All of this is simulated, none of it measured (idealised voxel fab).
Process module, titled voxel spacer lines
The width of the displayed cross-section, cut, is 280 nm; its cells are square, with a size of 5 nm.
Cross-section spec: square-cell grid; bands listed top down; each band is one or more rows. Band: top and bottom heights (nm) first, top before bottom; then materials from left to right, widths in nm. "everywhere" marks a sole material filling the band edge to edge. "air" denotes empty space. For the purposes of this specification, 0 denotes the height below which the wafer in its as-received condition is composed wholly of one material, and the lowermost band, lacking a lower limit, extends downward without end, as expressed in "top 0, no bottom". Quick explanation for "30 to 40": the width changes in equal steps down the rows of cells, from the first number in the band's top row to the second number in its bottom row. A step reported as "left unchanged" is a step in which no cell of the cross-section changed. Closed empty spaces (no open way to the top) of 8 cells or more are what "Unvented voids" lists, each as width x height at distance from the left edge, nm for all three. What comes after the settings on a step's line is commentary from the simulator itself on that step. The optional step-line setting "overlay nm" applies to steps with a mask and quantifies how far to the right of its planned location the mask lay, a negative value indicating leftward placement.
### These are the steps we planned for the process
1. RECEIVE [material Si]
2. CONFORMAL_DEP [material Al2O3] [thk nm 10]
3. DIRECTIONAL_DEP [material W] [thk nm 10]
4. DIRECTIONAL_DEP [material polySi] [thk nm 20]
5. PATTERN [tone cover] [mask id MANDREL] [material resist] [width nm 15] [pitch nm 50] [thk nm 25] [overlay nm 0]
6. DIRECTIONAL_ETCH [etch materials polySi] [depth nm 20]
7. STRIP [etch materials resist]
8. CONFORMAL_DEP [material SiO2] [thk nm 10]
9. DIRECTIONAL_ETCH [etch materials SiO2] [depth nm 10]
10. STRIP [etch materials polySi]
11. DIRECTIONAL_ETCH [etch materials W] [depth nm 10]
12. STRIP [etch materials SiO2]
13. FILL_DEP [material lowk] [thk nm 5]
14. CMP [height nm 20]
### The first of two wafers, run as planned
### The cross-section here shows the wafer as received, i.e. in its state after step 1
> top 0, no bottom  Si everywhere
> Unvented voids: none
### Upon completion of step 2, the wafer appears in cross-section as shown
> top 10, bottom 0  Al2O3 everywhere
> Whatever lies below 0 is exactly as it was before.
### Upon completion of step 3, the wafer appears in cross-section as shown
> top 20, bottom 10  W everywhere
> Whatever lies below 10 is exactly as it was before.
### Upon completion of step 4, the wafer appears in cross-section as shown
> top 40, bottom 20  polySi everywhere
> Whatever lies below 20 is exactly as it was before.
### Upon completion of step 5, the wafer appears in cross-section as shown
> top 65, bottom 40  air 105 nm, resist 15 nm, air 35 nm, resist 15 nm, air 110 nm
> Whatever lies below 40 is exactly as it was before.
### Upon completion of step 6, the wafer appears in cross-section as shown
> top 65, bottom 40  air 105 nm, resist 15 nm, air 35 nm, resist 15 nm, air 110 nm
> top 40, bottom 20  air 105 nm, polySi 15 nm, air 35 nm, polySi 15 nm, air 110 nm
> Whatever lies below 20 is exactly as it was before.
### Upon completion of step 7, the wafer appears in cross-section as shown
> top 40, bottom 20  air 105 nm, polySi 15 nm, air 35 nm, polySi 15 nm, air 110 nm
> Whatever lies below 20 is exactly as it was before.
### Upon completion of step 8, the wafer appears in cross-section as shown
> top 50, bottom 40  air 95 nm, SiO2 35 nm, air 15 nm, SiO2 35 nm, air 100 nm
> top 40, bottom 30  air 95 nm, SiO2 10 nm, polySi 15 nm, SiO2 10 nm, air 15 nm, SiO2 10 nm, polySi 15 nm, SiO2 10 nm, air 100 nm
> top 30, bottom 20  SiO2 105 nm, polySi 15 nm, SiO2 35 nm, polySi 15 nm, SiO2 110 nm
> Whatever lies below 20 is exactly as it was before.
### Upon completion of step 9, the wafer appears in cross-section as shown
> top 40, bottom 20  air 95 nm, SiO2 10 nm, polySi 15 nm, SiO2 10 nm, air 15 nm, SiO2 10 nm, polySi 15 nm, SiO2 10 nm, air 100 nm
> Whatever lies below 20 is exactly as it was before.
### Upon completion of step 10, the wafer appears in cross-section as shown
> top 40, bottom 20  air 95 nm, SiO2 10 nm, air 15 nm, SiO2 10 nm, air 15 nm, SiO2 10 nm, air 15 nm, SiO2 10 nm, air 100 nm
> Whatever lies below 20 is exactly as it was before.
### Upon completion of step 11, the wafer appears in cross-section as shown
> top 40, bottom 20  air 95 nm, SiO2 10 nm, air 15 nm, SiO2 10 nm, air 15 nm, SiO2 10 nm, air 15 nm, SiO2 10 nm, air 100 nm
> top 20, bottom 10  air 95 nm, W 10 nm, air 15 nm, W 10 nm, air 15 nm, W 10 nm, air 15 nm, W 10 nm, air 100 nm
> Whatever lies below 10 is exactly as it was before.
### Upon completion of step 12, the wafer appears in cross-section as shown
> top 20, bottom 10  air 95 nm, W 10 nm, air 15 nm, W 10 nm, air 15 nm, W 10 nm, air 15 nm, W 10 nm, air 100 nm
> Whatever lies below 10 is exactly as it was before.
### Upon completion of step 13, the wafer appears in cross-section as shown
> top 25, bottom 20  lowk everywhere
> top 20, bottom 10  lowk 95 nm, W 10 nm, lowk 15 nm, W 10 nm, lowk 15 nm, W 10 nm, lowk 15 nm, W 10 nm, lowk 100 nm
> Whatever lies below 10 is exactly as it was before.
### Upon completion of step 14, the wafer appears in cross-section as shown
> top 20, bottom 10  lowk 95 nm, W 10 nm, lowk 15 nm, W 10 nm, lowk 15 nm, W 10 nm, lowk 15 nm, W 10 nm, lowk 100 nm
> Whatever lies below 10 is exactly as it was before.
### The Second Wafer: Common Origin and Plan, One Mistake in Execution, Identical to the First Through Step 1
### Second wafer cross-section, taken as of the time the plan sets for step 2 to be done
> top 10, bottom 0  W everywhere
> Whatever lies below 0 is exactly as it was before.
### Second wafer cross-section, taken as of the time the plan sets for step 3 to be done
> top 20, bottom 10  Al2O3 everywhere
> Whatever lies below 10 is exactly as it was before.
### Second wafer cross-section, taken as of the time the plan sets for step 4 to be done
> top 40, bottom 20  polySi everywhere
> Whatever lies below 20 is exactly as it was before.
### Second wafer cross-section, taken as of the time the plan sets for step 5 to be done
> top 65, bottom 40  air 105 nm, resist 15 nm, air 35 nm, resist 15 nm, air 110 nm
> Whatever lies below 40 is exactly as it was before.
### Second wafer cross-section, taken as of the time the plan sets for step 6 to be done
> top 65, bottom 40  air 105 nm, resist 15 nm, air 35 nm, resist 15 nm, air 110 nm
> top 40, bottom 20  air 105 nm, polySi 15 nm, air 35 nm, polySi 15 nm, air 110 nm
> Whatever lies below 20 is exactly as it was before.
### Second wafer cross-section, taken as of the time the plan sets for step 7 to be done
> top 40, bottom 20  air 105 nm, polySi 15 nm, air 35 nm, polySi 15 nm, air 110 nm
> Whatever lies below 20 is exactly as it was before.
### Second wafer cross-section, taken as of the time the plan sets for step 8 to be done
> top 50, bottom 40  air 95 nm, SiO2 35 nm, air 15 nm, SiO2 35 nm, air 100 nm
> top 40, bottom 30  air 95 nm, SiO2 10 nm, polySi 15 nm, SiO2 10 nm, air 15 nm, SiO2 10 nm, polySi 15 nm, SiO2 10 nm, air 100 nm
> top 30, bottom 20  SiO2 105 nm, polySi 15 nm, SiO2 35 nm, polySi 15 nm, SiO2 110 nm
> Whatever lies below 20 is exactly as it was before.
### Second wafer cross-section, taken as of the time the plan sets for step 9 to be done
> top 40, bottom 20  air 95 nm, SiO2 10 nm, polySi 15 nm, SiO2 10 nm, air 15 nm, SiO2 10 nm, polySi 15 nm, SiO2 10 nm, air 100 nm
> Whatever lies below 20 is exactly as it was before.
### Second wafer cross-section, taken as of the time the plan sets for step 10 to be done
> top 40, bottom 20  air 95 nm, SiO2 10 nm, air 15 nm, SiO2 10 nm, air 15 nm, SiO2 10 nm, air 15 nm, SiO2 10 nm, air 100 nm
> Whatever lies below 20 is exactly as it was before.
Second wafer cross-section, taken as of the time the plan sets for step 11 to be done: left unchanged
### Second wafer cross-section, taken as of the time the plan sets for step 12 to be done
> top 20, bottom 10  Al2O3 everywhere
> Whatever lies below 10 is exactly as it was before.
### Second wafer cross-section, taken as of the time the plan sets for step 13 to be done
> top 25, bottom 20  lowk everywhere
> Whatever lies below 20 is exactly as it was before.
### Second wafer cross-section, taken as of the time the plan sets for step 14 to be done
> top 20, bottom 10  Al2O3 everywhere
> Whatever lies below 10 is exactly as it was before.
Where did the run depart from the plan? order of steps 2 and 3 inverted relative to the plan
Final difference in cells, second wafer against first, listed per material as more or fewer: +96 W; -96 lowk
